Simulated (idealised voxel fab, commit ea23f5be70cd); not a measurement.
Proc. module: voxel ribs on slabs
Pictured: cross-section cut, 295 nm wide, on a grid of 5 nm square cells.
Heads up, the way a cross-section reads in here is a grid of square cells, handed over as bands from the top down, with every band being one or more rows of cells.
Heads up on the band format: heights come first, top then bottom, in nm. After that it's the materials left to right, each with its width in nm. A single material flagged "everywhere" fills the whole band edge to edge, and "blank" means there's empty space there.
Measure heights from 0. That's the level where, below it, the as-received wafer is all one material. The lowest band is bottomless and extends downward; write it as in "0 down".
Top row gets the first number, bottom row gets the second, and each row in between changes by the same step: that is how a band width like "30 to 40" works.
"identical to before" means the step left every cell of the cross-section as it was.
So "Closed void catalog" is basically the list of trapped voids: any empty space of 8 cells or more that can't reach the top through an opening. They're written width x height at distance, the distance being from the left edge, and it's all nm.
after a step's settings: what the simulator itself notes on the step
overlay nm: right-of-plan distance of the mask on a masked step; negative values mean left-of-plan.
[Intended process steps]
- 1: RECEIVE,material Si
- 2: DIRECTIONAL_DEP,material SiO2,thk nm 25
- 3: DIRECTIONAL_DEP,material SiN,thk nm 25
- 4: PATTERN,tone cover,mask id RIB,material resist,width nm 15,thk nm 15,overlay nm 0
- 5: DIRECTIONAL_ETCH,etch materials SiN,depth nm 5
- 6: STRIP,etch materials resist
- 7: MASKED_ETCH,tone cover,mask id SLAB,width nm 55,etch materials SiN,depth nm 20,overlay nm 0
- 8: FILL_DEP,material SiO2,thk nm 30
- 9: CMP,height nm 70
- 10: DIRECTIONAL_DEP,material TiN,thk nm 10
- 11: MASKED_ETCH,tone cover,mask id HEATER,width nm 25,etch materials TiN,depth nm 10,overlay nm 0
- 12: CONFORMAL_DEP,material SiO2,thk nm 5
[Cross-section of the wafer as it came to us, i.e., already through step 1]
> 0 down | Si everywhere
> Closed void catalog: none
[End-of-module XS, first of two wafers, run as planned]
> 85 to 80 | blank=130 | SiO2=35 | blank=130
> 80 to 75 | blank=130 | SiO2=5 | TiN=25 | SiO2=5 | blank=130
> 75 to 70 | SiO2=135 | TiN=25 | SiO2=135
> 70 to 50 | SiO2 everywhere
> 50 to 45 | SiO2=140 | SiN=15 | SiO2=140
> 45 to 25 | SiO2=120 | SiN=55 | SiO2=120
> 25 to 0 | SiO2 everywhere
> 0 down | Si everywhere
> Closed void catalog: none
[Cross-section, wafer two of two, end of module: same start and plan as wafer one, one error in execution]
> 85 to 80 | blank=130 | SiO2=35 | blank=130
> 80 to 75 | blank=130 | SiO2=5 | TiN=25 | SiO2=5 | blank=130
> 75 to 70 | SiO2=135 | TiN=25 | SiO2=135
> 70 to 50 | SiO2=120 | SiN=55 | SiO2=120
> 50 to 25 | SiN everywhere
> 25 to 0 | SiO2 everywhere
> 0 down | Si everywhere
> Closed void catalog: none
Finding, execution versus plan: step 3 of the plan was performed twice
Upon completion, the second wafer contains, in terms of cells, a greater or smaller amount of certain materials than the first wafer: SiN: 292 more | SiO2: 292 fewer
